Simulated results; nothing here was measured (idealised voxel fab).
process module | voxel self aligned vias
cross-section cut | 300 nm wide | cells 5 nm
A cross-section is a grid of square cells, given in bands from the top down. A band is one or more rows of cells.
Each band's line starts with the height of the band's top and of its bottom, in nm. Then come its materials from left to right, each with its width in nm. One material with "throughout" fills the band from edge to edge. "air" is empty space.
Height 0 is the level under which the wafer as received is all one material. The lowest band goes on downwards, as in "0 down".
A width such as "30 to 40" changes by the same amount from each row of cells to the next, from the band's top row to its bottom row.
"no change" after a step means that no cell of the cross-section changed.
closed voids: empty space of 8 cells or more with no open way to the top, each as width x height at its distance from the left edge, in nm
after a step's settings: what the simulator itself notes on the step
overlay nm, on a step with a mask: how far to the right of its planned place the mask lay; to the left if negative
plan
1 op RECEIVE | material Si
2 op CONFORMAL_DEP | material SiO2 | thk nm 10
3 op CONFORMAL_DEP | material SiCN | thk nm 5
4 op DIRECTIONAL_DEP | material lowk | thk nm 20
5 op DIRECTIONAL_DEP | material aC | thk nm 10
6 op PATTERN | tone open | mask id LINES | material resist | width nm 20 | pitch nm 70 | thk nm 30 | overlay nm 0
7 op DIRECTIONAL_ETCH | etch materials aC | depth nm 10
8 op STRIP | etch materials resist
9 op DIRECTIONAL_ETCH | etch materials lowk | depth nm 20
10 op STRIP | etch materials aC
11 op CONFORMAL_DEP | material TiN | thk nm 5
12 op FILL_DEP | material W | thk nm 10
13 op CMP | height nm 35
14 op SELECTIVE_ETCH | etch materials W Ru TiN | depth nm 5
15 op FILL_DEP | material SiN | thk nm 5
16 op CMP | height nm 35
17 op DIRECTIONAL_DEP | material lowk | thk nm 20
18 op PATTERN | tone open | mask id VIAS | material resist | width nm 40 | thk nm 20 | overlay nm 0
19 op DIRECTIONAL_ETCH | etch materials lowk | depth nm 20
20 op DIRECTIONAL_ETCH | etch materials SiN | depth nm 5
21 op STRIP | etch materials resist
22 op CONFORMAL_DEP | material TiN | thk nm 5
23 op FILL_DEP | material W | thk nm 10
24 op CMP | height nm 55
25 op CONFORMAL_DEP | material SiN | thk nm 5
as received, after step 1
  0 down: Si throughout
  closed voids: none
first wafer at the end, as planned
  60 to 55: SiN throughout
  55 to 40: lowk 95 | TiN 5 | W 30 | TiN 5 | lowk 165
  40 to 35: lowk 95 | TiN 15 | W 10 | TiN 15 | lowk 165
  35 to 30: lowk 105 | TiN 20 | lowk 50 | SiN 20 | lowk 105
  30 to 20: lowk 105 | TiN 5 | W 10 | TiN 5 | lowk 50 | TiN 5 | W 10 | TiN 5 | lowk 105
  20 to 15: lowk 105 | TiN 20 | lowk 50 | TiN 20 | lowk 105
  15 to 10: SiCN throughout
  10 to 0: SiO2 throughout
  0 down: Si throughout
  closed voids: none
second wafer at the end: like start, like plan, one mistake
  75 to 70: SiN throughout
  70 to 60: W throughout
  60 to 55: TiN 100 | W 30 | TiN 170
  55 to 40: lowk 95 | TiN 5 | W 30 | TiN 5 | lowk 165
  40 to 35: lowk 95 | TiN 15 | W 10 | TiN 15 | lowk 165
  35 to 30: lowk 105 | TiN 20 | lowk 50 | SiN 20 | lowk 105
  30 to 20: lowk 105 | TiN 5 | W 10 | TiN 5 | lowk 50 | TiN 5 | W 10 | TiN 5 | lowk 105
  20 to 15: lowk 105 | TiN 20 | lowk 50 | TiN 20 | lowk 105
  15 to 10: SiCN throughout
  10 to 0: SiO2 throughout
  0 down: Si throughout
  closed voids: none
what went wrong: step 24 was left out
at the end the second wafer has, in cells: 54 more of TiN | 126 more of W
